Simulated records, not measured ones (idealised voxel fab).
Process module in this document: voxel air gaps
Displayed cross-section: cut, width of 275 nm, square cells sized 5 nm.
Cross-section = grid of square cells, listed top down in bands; band = one or more rows.
What a band's entry tells you: where the top is and where the bottom is, as heights in nm, and after that what lies inside, material by material from left to right, each with its width in nm. Empty space is written as the word "blank", and a single material marked with the word "edge to edge" occupies the band from edge to edge.
We count height from 0. Below that, the starting wafer is all one material. The lowest band never ends at the bottom but goes on down; see "from 0 down" for how that is written.
Note: "30..40" means the width goes from the first number (top row of the band) to the second number (bottom row) in equal steps per row of cells.
"no alterations made", as given for a step, is the statement that not any cell of the cross-section underwent a change during that step.
The list in "Unvented voids" covers empty spaces of 8 cells or more that cannot reach the top through any open way, and it gives each as width x height at distance; the distance is from the left edge, and width, height and distance are in nm.
Text after the settings on a step's line: the simulator's own remark on that step.
Each step line may optionally specify "overlay nm", which for a step with a mask gives the rightward distance between the mask's planned place and where it lay, a negative value indicating the leftward direction.
Reading key. Pairs: pre-step and post-step cross-section, one process step apart; post-step view only to lowest changed band. Step between + settings: beneath pair. Runs: pairs may be from different runs of this module, same starting wafer. Continuation from pair above: only where "Status before step" entry says.

Status before step
from 65 to 55 = 50 nm blank, 45 nm Ru, 10 nm blank, 45 nm Ru, 10 nm blank, 45 nm Ru, 70 nm blank
from 55 to 20 = 60 nm SiO2, 5 nm TiN, 15 nm Ru, 5 nm TiN, 30 nm SiO2, 5 nm TiN, 15 nm Ru, 5 nm TiN, 30 nm SiO2, 5 nm TiN, 15 nm Ru, 5 nm TiN, 80 nm SiO2
from 20 to 15 = 60 nm SiO2, 25 nm TiN, 30 nm SiO2, 25 nm TiN, 30 nm SiO2, 25 nm TiN, 80 nm SiO2
from 15 to 10 = SiCN edge to edge
from 10 to 0 = SiO2 edge to edge
from 0 down = Si edge to edge
Unvented voids: none

Post-Step Cross-Section
from 65 to 55 = 50 nm blank, 45 nm Ru, 10 nm blank, 45 nm Ru, 10 nm blank, 45 nm Ru, 70 nm blank
from 55 to 20 = 60 nm blank, 5 nm TiN, 15 nm Ru, 5 nm TiN, 30 nm blank, 5 nm TiN, 15 nm Ru, 5 nm TiN, 30 nm blank, 5 nm TiN, 15 nm Ru, 5 nm TiN, 80 nm blank
from 20 to 15 = 60 nm blank, 25 nm TiN, 30 nm blank, 25 nm TiN, 30 nm blank, 25 nm TiN, 80 nm blank
No changes below 15.
Unvented voids: none
In between the cross-sections above, the run called for SELECTIVE_ETCH: etch materials SiO2, depth nm 50

Status before step: refer to the pair immediately above; the cross-section shown after its step is the state before this one.

Post-Step Cross-Section
from 70 to 65 = 45 nm blank, 165 nm SiCN, 65 nm blank
from 65 to 55 = 45 nm blank, 5 nm SiCN, 45 nm Ru, 10 nm SiCN, 45 nm Ru, 10 nm SiCN, 45 nm Ru, 5 nm SiCN, 65 nm blank
from 55 to 50 = 45 nm blank, 15 nm SiCN, 5 nm TiN, 15 nm Ru, 5 nm TiN, 30 nm SiCN, 5 nm TiN, 15 nm Ru, 5 nm TiN, 30 nm SiCN, 5 nm TiN, 15 nm Ru, 5 nm TiN, 15 nm SiCN, 65 nm blank
from 50 to 20 = 55 nm blank, 5 nm SiCN, 5 nm TiN, 15 nm Ru, 5 nm TiN, 5 nm SiCN, 20 nm blank, 5 nm SiCN, 5 nm TiN, 15 nm Ru, 5 nm TiN, 5 nm SiCN, 20 nm blank, 5 nm SiCN, 5 nm TiN, 15 nm Ru, 5 nm TiN, 5 nm SiCN, 75 nm blank
from 20 to 15 = 60 nm SiCN, 25 nm TiN, 30 nm SiCN, 25 nm TiN, 30 nm SiCN, 25 nm TiN, 80 nm SiCN
No changes below 15.
Unvented voids: 20 x 30 at 90; 20 x 30 at 145
In between the cross-sections above, the run called for CONFORMAL_DEP: material SiCN, thk nm 5

Status before step
from 10 to 0 = SiO2 edge to edge
from 0 down = Si edge to edge
Unvented voids: none

Post-Step Cross-Section
from 15 to 10 = TiN edge to edge
No changes below 10.
Unvented voids: none
In between the cross-sections above, the run called for CONFORMAL_DEP: material TiN, thk nm 5

Status before step: refer to the pair immediately above; the cross-section shown after its step is the state before this one.

Post-Step Cross-Section
from 55 to 15 = SiO2 edge to edge
No changes below 15.
Unvented voids: none
In between the cross-sections above, the run called for DIRECTIONAL_DEP: material SiO2, thk nm 40

Status before step: refer to the pair immediately above; the cross-section shown after its step is the state before this one.

Post-Step Cross-Section
from 65 to 55 = aC edge to edge
No changes below 55.
Unvented voids: none
In between the cross-sections above, the run called for DIRECTIONAL_DEP: material aC, thk nm 10

Status before step: refer to the pair immediately above; the cross-section shown after its step is the state before this one.

Post-Step Cross-Section
from 95 to 65 = 70 nm resist, 25 nm blank, 30 nm resist, 25 nm blank, 30 nm resist, 25 nm blank, 70 nm resist
No changes below 65.
Unvented voids: none
In between the cross-sections above, the run called for PATTERN: tone open, mask id LINES, material resist, width nm 25, pitch nm 55, thk nm 30, overlay nm 0

Status before step: refer to the pair immediately above; the cross-section shown after its step is the state before this one.

Post-Step Cross-Section
from 85 to 65 = 70 nm resist, 25 nm blank, 30 nm resist, 25 nm blank, 30 nm resist, 25 nm blank, 70 nm resist
from 65 to 55 = 70 nm aC, 25 nm blank, 30 nm aC, 25 nm blank, 30 nm aC, 25 nm blank, 70 nm aC
No changes below 55.
Unvented voids: none
In between the cross-sections above, the run called for DIRECTIONAL_ETCH: etch materials aC, depth nm 10

Status before step: refer to the pair immediately above; the cross-section shown after its step is the state before this one.

Post-Step Cross-Section
from 65 to 55 = 70 nm aC, 25 nm blank, 30 nm aC, 25 nm blank, 30 nm aC, 25 nm blank, 70 nm aC
No changes below 55.
Unvented voids: none
In between the cross-sections above, the run called for STRIP: etch materials resist

Status before step: refer to the pair immediately above; the cross-section shown after its step is the state before this one.

Post-Step Cross-Section
from 65 to 55 = 70 nm aC, 25 nm blank, 30 nm aC, 25 nm blank, 30 nm aC, 25 nm blank, 70 nm aC
from 55 to 15 = 70 nm SiO2, 25 nm blank, 30 nm SiO2, 25 nm blank, 30 nm SiO2, 25 nm blank, 70 nm SiO2
No changes below 15.
Unvented voids: none
In between the cross-sections above, the run called for DIRECTIONAL_ETCH: etch materials SiO2, depth nm 40

Status before step: refer to the pair immediately above; the cross-section shown after its step is the state before this one.

Post-Step Cross-Section
from 55 to 15 = 70 nm SiO2, 25 nm blank, 30 nm SiO2, 25 nm blank, 30 nm SiO2, 25 nm blank, 70 nm SiO2
No changes below 15.
Unvented voids: none
In between the cross-sections above, the run called for STRIP: etch materials aC

Status before step: refer to the pair immediately above; the cross-section shown after its step is the state before this one.

Post-Step Cross-Section
from 60 to 55 = 75 nm TiN, 15 nm blank, 40 nm TiN, 15 nm blank, 40 nm TiN, 15 nm blank, 75 nm TiN
from 55 to 20 = 70 nm SiO2, 5 nm TiN, 15 nm blank, 5 nm TiN, 30 nm SiO2, 5 nm TiN, 15 nm blank, 5 nm TiN, 30 nm SiO2, 5 nm TiN, 15 nm blank, 5 nm TiN, 70 nm SiO2
from 20 to 15 = 70 nm SiO2, 25 nm TiN, 30 nm SiO2, 25 nm TiN, 30 nm SiO2, 25 nm TiN, 70 nm SiO2
No changes below 15.
Unvented voids: none
In between the cross-sections above, the run called for CONFORMAL_DEP: material TiN, thk nm 5

Status before step: refer to the pair immediately above; the cross-section shown after its step is the state before this one.

Post-Step Cross-Section
from 70 to 60 = Ru edge to edge
from 60 to 55 = 75 nm TiN, 15 nm Ru, 40 nm TiN, 15 nm Ru, 40 nm TiN, 15 nm Ru, 75 nm TiN
from 55 to 20 = 70 nm SiO2, 5 nm TiN, 15 nm Ru, 5 nm TiN, 30 nm SiO2, 5 nm TiN, 15 nm Ru, 5 nm TiN, 30 nm SiO2, 5 nm TiN, 15 nm Ru, 5 nm TiN, 70 nm SiO2
No changes below 20.
Unvented voids: none
In between the cross-sections above, the run called for FILL_DEP: material Ru, thk nm 10

Status before step: refer to the pair immediately above; the cross-section shown after its step is the state before this one.

Post-Step Cross-Section
from 55 to 20 = 70 nm SiO2, 5 nm TiN, 15 nm Ru, 5 nm TiN, 30 nm SiO2, 5 nm TiN, 15 nm Ru, 5 nm TiN, 30 nm SiO2, 5 nm TiN, 15 nm Ru, 5 nm TiN, 70 nm SiO2
No changes below 20.
Unvented voids: none
In between the cross-sections above, the run called for CMP: height nm 55

Status before step: refer to the pair immediately above; the cross-section shown after its step is the state before this one.

Post-Step Cross-Section
from 65 to 55 = 60 nm blank, 45 nm Ru, 10 nm blank, 45 nm Ru, 10 nm blank, 45 nm Ru, 60 nm blank
No changes below 55.
Unvented voids: none
In between the cross-sections above, the run called for EPI: material Ru, thk nm 10

Status before step: refer to the pair immediately above; the cross-section shown after its step is the state before this one.

Post-Step Cross-Section
from 65 to 55 = 60 nm blank, 45 nm Ru, 10 nm blank, 45 nm Ru, 10 nm blank, 45 nm Ru, 60 nm blank
from 55 to 20 = 70 nm blank, 5 nm TiN, 15 nm Ru, 5 nm TiN, 30 nm blank, 5 nm TiN, 15 nm Ru, 5 nm TiN, 30 nm blank, 5 nm TiN, 15 nm Ru, 5 nm TiN, 70 nm blank
from 20 to 15 = 70 nm blank, 25 nm TiN, 30 nm blank, 25 nm TiN, 30 nm blank, 25 nm TiN, 70 nm blank
No changes below 15.
Unvented voids: none
In between the cross-sections above, the run called for SELECTIVE_ETCH: etch materials SiO2, depth nm 50

Status before step: refer to the pair immediately above; the cross-section shown after its step is the state before this one.

Post-Step Cross-Section
from 70 to 65 = 55 nm blank, 165 nm SiCN, 55 nm blank
from 65 to 55 = 55 nm blank, 5 nm SiCN, 45 nm Ru, 10 nm SiCN, 45 nm Ru, 10 nm SiCN, 45 nm Ru, 5 nm SiCN, 55 nm blank
from 55 to 50 = 55 nm blank, 15 nm SiCN, 5 nm TiN, 15 nm Ru, 5 nm TiN, 30 nm SiCN, 5 nm TiN, 15 nm Ru, 5 nm TiN, 30 nm SiCN, 5 nm TiN, 15 nm Ru, 5 nm TiN, 15 nm SiCN, 55 nm blank
from 50 to 20 = 65 nm blank, 5 nm SiCN, 5 nm TiN, 15 nm Ru, 5 nm TiN, 5 nm SiCN, 20 nm blank, 5 nm SiCN, 5 nm TiN, 15 nm Ru, 5 nm TiN, 5 nm SiCN, 20 nm blank, 5 nm SiCN, 5 nm TiN, 15 nm Ru, 5 nm TiN, 5 nm SiCN, 65 nm blank
from 20 to 15 = 70 nm SiCN, 25 nm TiN, 30 nm SiCN, 25 nm TiN, 30 nm SiCN, 25 nm TiN, 70 nm SiCN
No changes below 15.
Unvented voids: 20 x 30 at 100; 20 x 30 at 155
In between the cross-sections above, the run called for CONFORMAL_DEP: material SiCN, thk nm 5

Status before step
from 65 to 55 = aC edge to edge
from 55 to 15 = SiO2 edge to edge
from 15 to 10 = SiCN edge to edge
from 10 to 0 = SiO2 edge to edge
from 0 down = Si edge to edge
Unvented voids: none

Post-Step Cross-Section
from 95 to 65 = 70 nm blank, 25 nm resist, 30 nm blank, 25 nm resist, 30 nm blank, 25 nm resist, 70 nm blank
No changes below 65.
Unvented voids: none
In between the cross-sections above, the run called for PATTERN: tone cover, mask id LINES, material resist, width nm 25, pitch nm 55, thk nm 30, overlay nm 0

Status before step: refer to the pair immediately above; the cross-section shown after its step is the state before this one.

Post-Step Cross-Section
from 85 to 65 = 70 nm blank, 25 nm resist, 30 nm blank, 25 nm resist, 30 nm blank, 25 nm resist, 70 nm blank
from 65 to 55 = 70 nm blank, 25 nm aC, 30 nm blank, 25 nm aC, 30 nm blank, 25 nm aC, 70 nm blank
No changes below 55.
Unvented voids: none
In between the cross-sections above, the run called for DIRECTIONAL_ETCH: etch materials aC, depth nm 10

Status before step: refer to the pair immediately above; the cross-section shown after its step is the state before this one.

Post-Step Cross-Section
from 65 to 55 = 70 nm blank, 25 nm aC, 30 nm blank, 25 nm aC, 30 nm blank, 25 nm aC, 70 nm blank
No changes below 55.
Unvented voids: none
In between the cross-sections above, the run called for STRIP: etch materials resist

Status before step: refer to the pair immediately above; the cross-section shown after its step is the state before this one.

Post-Step Cross-Section
from 65 to 55 = 70 nm blank, 25 nm aC, 30 nm blank, 25 nm aC, 30 nm blank, 25 nm aC, 70 nm blank
from 55 to 15 = 70 nm blank, 25 nm SiO2, 30 nm blank, 25 nm SiO2, 30 nm blank, 25 nm SiO2, 70 nm blank
No changes below 15.
Unvented voids: none
In between the cross-sections above, the run called for DIRECTIONAL_ETCH: etch materials SiO2, depth nm 40

Status before step: refer to the pair immediately above; the cross-section shown after its step is the state before this one.

Post-Step Cross-Section
from 55 to 15 = 70 nm blank, 25 nm SiO2, 30 nm blank, 25 nm SiO2, 30 nm blank, 25 nm SiO2, 70 nm blank
No changes below 15.
Unvented voids: none
In between the cross-sections above, the run called for STRIP: etch materials aC

Status before step: refer to the pair immediately above; the cross-section shown after its step is the state before this one.

Post-Step Cross-Section
from 60 to 55 = 65 nm blank, 35 nm TiN, 20 nm blank, 35 nm TiN, 20 nm blank, 35 nm TiN, 65 nm blank
from 55 to 20 = 65 nm blank, 5 nm TiN, 25 nm SiO2, 5 nm TiN, 20 nm blank, 5 nm TiN, 25 nm SiO2, 5 nm TiN, 20 nm blank, 5 nm TiN, 25 nm SiO2, 5 nm TiN, 65 nm blank
from 20 to 15 = 70 nm TiN, 25 nm SiO2, 30 nm TiN, 25 nm SiO2, 30 nm TiN, 25 nm SiO2, 70 nm TiN
No changes below 15.
Unvented voids: none
In between the cross-sections above, the run called for CONFORMAL_DEP: material TiN, thk nm 5

Status before step: refer to the pair immediately above; the cross-section shown after its step is the state before this one.

Post-Step Cross-Section
from 70 to 60 = Ru edge to edge
from 60 to 55 = 65 nm Ru, 35 nm TiN, 20 nm Ru, 35 nm TiN, 20 nm Ru, 35 nm TiN, 65 nm Ru
from 55 to 20 = 65 nm Ru, 5 nm TiN, 25 nm SiO2, 5 nm TiN, 20 nm Ru, 5 nm TiN, 25 nm SiO2, 5 nm TiN, 20 nm Ru, 5 nm TiN, 25 nm SiO2, 5 nm TiN, 65 nm Ru
No changes below 20.
Unvented voids: none
In between the cross-sections above, the run called for FILL_DEP: material Ru, thk nm 10

Status before step: refer to the pair immediately above; the cross-section shown after its step is the state before this one.

Post-Step Cross-Section
from 55 to 20 = 65 nm Ru, 5 nm TiN, 25 nm SiO2, 5 nm TiN, 20 nm Ru, 5 nm TiN, 25 nm SiO2, 5 nm TiN, 20 nm Ru, 5 nm TiN, 25 nm SiO2, 5 nm TiN, 65 nm Ru
No changes below 20.
Unvented voids: none
In between the cross-sections above, the run called for CMP: height nm 55

Status before step: refer to the pair immediately above; the cross-section shown after its step is the state before this one.

Post-Step Cross-Section
from 65 to 55 = 80 nm Ru, 5 nm blank, 50 nm Ru, 5 nm blank, 50 nm Ru, 5 nm blank, 80 nm Ru
No changes below 55.
Unvented voids: none
In between the cross-sections above, the run called for EPI: material Ru, thk nm 10

Status before step: refer to the pair immediately above; the cross-section shown after its step is the state before this one.

Post-Step Cross-Section
from 65 to 55 = 80 nm Ru, 5 nm blank, 50 nm Ru, 5 nm blank, 50 nm Ru, 5 nm blank, 80 nm Ru
from 55 to 20 = 65 nm Ru, 5 nm TiN, 25 nm blank, 5 nm TiN, 20 nm Ru, 5 nm TiN, 25 nm blank, 5 nm TiN, 20 nm Ru, 5 nm TiN, 25 nm blank, 5 nm TiN, 65 nm Ru
from 20 to 15 = 70 nm TiN, 25 nm blank, 30 nm TiN, 25 nm blank, 30 nm TiN, 25 nm blank, 70 nm TiN
No changes below 15.
Unvented voids: none
In between the cross-sections above, the run called for SELECTIVE_ETCH: etch materials SiO2, depth nm 50

Status before step: refer to the pair immediately above; the cross-section shown after its step is the state before this one.

Post-Step Cross-Section
from 70 to 65 = SiCN edge to edge
from 65 to 55 = 80 nm Ru, 5 nm SiCN, 50 nm Ru, 5 nm SiCN, 50 nm Ru, 5 nm SiCN, 80 nm Ru
from 55 to 50 = 65 nm Ru, 5 nm TiN, 25 nm SiCN, 5 nm TiN, 20 nm Ru, 5 nm TiN, 25 nm SiCN, 5 nm TiN, 20 nm Ru, 5 nm TiN, 25 nm SiCN, 5 nm TiN, 65 nm Ru
from 50 to 20 = 65 nm Ru, 5 nm TiN, 5 nm SiCN, 15 nm blank, 5 nm SiCN, 5 nm TiN, 20 nm Ru, 5 nm TiN, 5 nm SiCN, 15 nm blank, 5 nm SiCN, 5 nm TiN, 20 nm Ru, 5 nm TiN, 5 nm SiCN, 15 nm blank, 5 nm SiCN, 5 nm TiN, 65 nm Ru
from 20 to 15 = 70 nm TiN, 25 nm SiCN, 30 nm TiN, 25 nm SiCN, 30 nm TiN, 25 nm SiCN, 70 nm TiN
No changes below 15.
Unvented voids: 15 x 30 at 75; 15 x 30 at 130; 15 x 30 at 185
In between the cross-sections above, the run called for CONFORMAL_DEP: material SiCN, thk nm 5
